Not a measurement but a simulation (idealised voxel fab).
Proc. module: voxel double patterning
We display cut, a cross-section 295 nm in width whose square cells are each 5 nm.
A cross-section in this document is a grid of square cells, and it is written down as bands, the top band listed before the ones below it; a band is made up of one or more rows of cells.
Heights first: top, then bottom, in nm. Then materials, left to right, each with a width in nm. "all across" on a single material: fills the band edge to edge. "empty": empty space.
It should be noted that heights are counted from 0, beneath which the wafer as supplied is of one material throughout, and that the lowest band possesses no lower boundary but continues downward, as written in "z 0 and below".
Per-row width for "30 to 40": begins at first number (top row of band), ends at second number (bottom row), increment between rows held constant.
Key: "remains unaltered" - step with no changed cell in the cross-section.
Encapsulated voids: empty space of 8 cells or more with no open way to the top, each as width x height at its distance from the left edge, in nm
On each step's line, the part that comes after the settings is the simulator's own comment on the step.
overlay nm: where the mask lay relative to plan, measured to the right, on steps with a mask; negatives go left.
Here's what the planned process steps look like
1 RECEIVE, material Si
2 CONFORMAL_DEP, material SiN, thk nm 10
3 DIRECTIONAL_DEP, material SiO2, thk nm 15
4 DIRECTIONAL_DEP, material SiCN, thk nm 5
5 PATTERN, tone open, mask id FIRST, material resist, width nm 15, pitch nm 50, thk nm 15, overlay nm 0
6 DIRECTIONAL_ETCH, etch materials SiCN, depth nm 5
7 STRIP, etch materials resist
8 DIRECTIONAL_DEP, material aC, thk nm 10
9 PATTERN, tone open, mask id SECOND, material resist, width nm 15, thk nm 30, overlay nm 0
10 DIRECTIONAL_ETCH, etch materials aC, depth nm 10
11 STRIP, etch materials resist
12 DIRECTIONAL_ETCH, etch materials SiCN, depth nm 5
13 STRIP, etch materials aC
14 DIRECTIONAL_ETCH, etch materials SiO2, depth nm 15
15 STRIP, etch materials SiCN
Cross-sectional view of the wafer in its as-received condition, corresponding to the state after step 1
	z 0 and below  Si all across
	Encapsulated voids: none
Figure: cross-sectional view of the wafer upon completion of the module, processed from the initial state and according to the plan depicted above, with one error introduced during execution
	z 40 to 25  SiO2=115 | empty=15 | SiO2=10 | empty=15 | SiO2=10 | empty=15 | SiO2=115
	z 25 to 10  SiO2 all across
	z 10 to 0  SiN all across
	z 0 and below  Si all across
	Encapsulated voids: none
Plan not followed: step 3 from the plan got run twice
